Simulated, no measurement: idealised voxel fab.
process module | voxel capacitor over wiring
cross-section cut | 160 nm wide | cells 5 nm
A cross-section is a grid of square cells, given in bands from the top down. A band is one or more rows of cells.
Each band's line starts with the height of the band's top and of its bottom, in nm. Then come its materials from left to right, each with its width in nm. One material with "throughout" fills the band from edge to edge. "air" is empty space.
Height 0 is the level under which the wafer as received is all one material. The lowest band goes on downwards, as in "0 down".
A width such as "30 to 40" changes by the same amount from each row of cells to the next, from the band's top row to its bottom row.
"no change" after a step means that no cell of the cross-section changed.
closed voids: empty space of 8 cells or more with no open way to the top, each as width x height at its distance from the left edge, in nm
after a step's settings: what the simulator itself notes on the step
overlay nm, on a step with a mask: how far to the right of its planned place the mask lay; to the left if negative
plan
1 op RECEIVE | material Si
2 op CONFORMAL_DEP | material SiO2 | thk nm 15
3 op DIRECTIONAL_DEP | material TiN | thk nm 5
4 op DIRECTIONAL_DEP | material W | thk nm 25
5 op DIRECTIONAL_DEP | material aC | thk nm 10
6 op PATTERN | tone cover | mask id METAL_1 | material resist | width nm 20 | pitch nm 70 | thk nm 25 | overlay nm 0
7 op DIRECTIONAL_ETCH | etch materials aC | depth nm 10
8 op STRIP | etch materials resist
9 op DIRECTIONAL_ETCH | etch materials W | depth nm 25
10 op DIRECTIONAL_ETCH | etch materials TiN | depth nm 5
11 op STRIP | etch materials aC
12 op FILL_DEP | material SiO2 | thk nm 5
13 op CMP | height nm 45
14 op CONFORMAL_DEP | material SiCN | thk nm 5
15 op DIRECTIONAL_DEP | material lowk | thk nm 10
16 op MASKED_ETCH | tone open | mask id PLUG_1 | width nm 15 | etch materials lowk | depth nm 10 | overlay nm 0
17 op MASKED_ETCH | tone open | mask id PLUG_1 | width nm 15 | etch materials SiCN | depth nm 5 | overlay nm 0
18 op EPI | material Ru | thk nm 10
19 op EPI | material Ru | thk nm 5
20 op DIRECTIONAL_DEP | material TiN | thk nm 10
21 op DIRECTIONAL_DEP | material SiN | thk nm 5
22 op DIRECTIONAL_DEP | material TiN | thk nm 10
23 op DIRECTIONAL_DEP | material aC | thk nm 10
24 op PATTERN | tone cover | mask id UPPER_PLATE | material resist | width nm 55 | thk nm 30 | overlay nm 0
25 op DIRECTIONAL_ETCH | etch materials aC | depth nm 10
26 op STRIP | etch materials resist
27 op DIRECTIONAL_ETCH | etch materials TiN | depth nm 10
28 op DIRECTIONAL_ETCH | etch materials SiN | depth nm 5
29 op STRIP | etch materials aC
30 op PATTERN | tone cover | mask id LOWER_PLATE | material resist | width nm 65 | thk nm 20 | overlay nm 0
31 op DIRECTIONAL_ETCH | etch materials TiN | depth nm 10
32 op STRIP | etch materials resist
33 op FILL_DEP | material SiO2 | thk nm 15
34 op CMP | height nm 95
35 op PATTERN | tone open | mask id PLUG_2 | material resist | width nm 15 | thk nm 15 | overlay nm 0
36 op DIRECTIONAL_ETCH | etch materials SiO2 | depth nm 10
37 op STRIP | etch materials resist
38 op CONFORMAL_DEP | material TiN | thk nm 5
39 op FILL_DEP | material W | thk nm 10
40 op CMP | height nm 95
41 op CONFORMAL_DEP | material SiCN | thk nm 5
varied across the wafers: thk nm of step 3. The plan shows the first wafer's value. All wafers start alike
first wafer as received, after step 1
  0 down: Si throughout
  closed voids: none
each wafer at the end: cells of each material gained (+) or lost (-) since it was received, then its closed voids
thk nm 5 | +9 Ru | +61 SiCN | +11 SiN | +399 SiO2 | +61 TiN | +41 W | +58 lowk | closed voids: none
thk nm 10 | +9 Ru | +61 SiCN | +11 SiN | +375 SiO2 | +93 TiN | +33 W | +58 lowk | closed voids: none
thk nm 15 | +9 Ru | +61 SiCN | +11 SiN | +351 SiO2 | +125 TiN | +25 W | +58 lowk | closed voids: none
thk nm 20 | +9 Ru | +61 SiCN | +11 SiN | +327 SiO2 | +157 TiN | +17 W | +58 lowk | closed voids: none
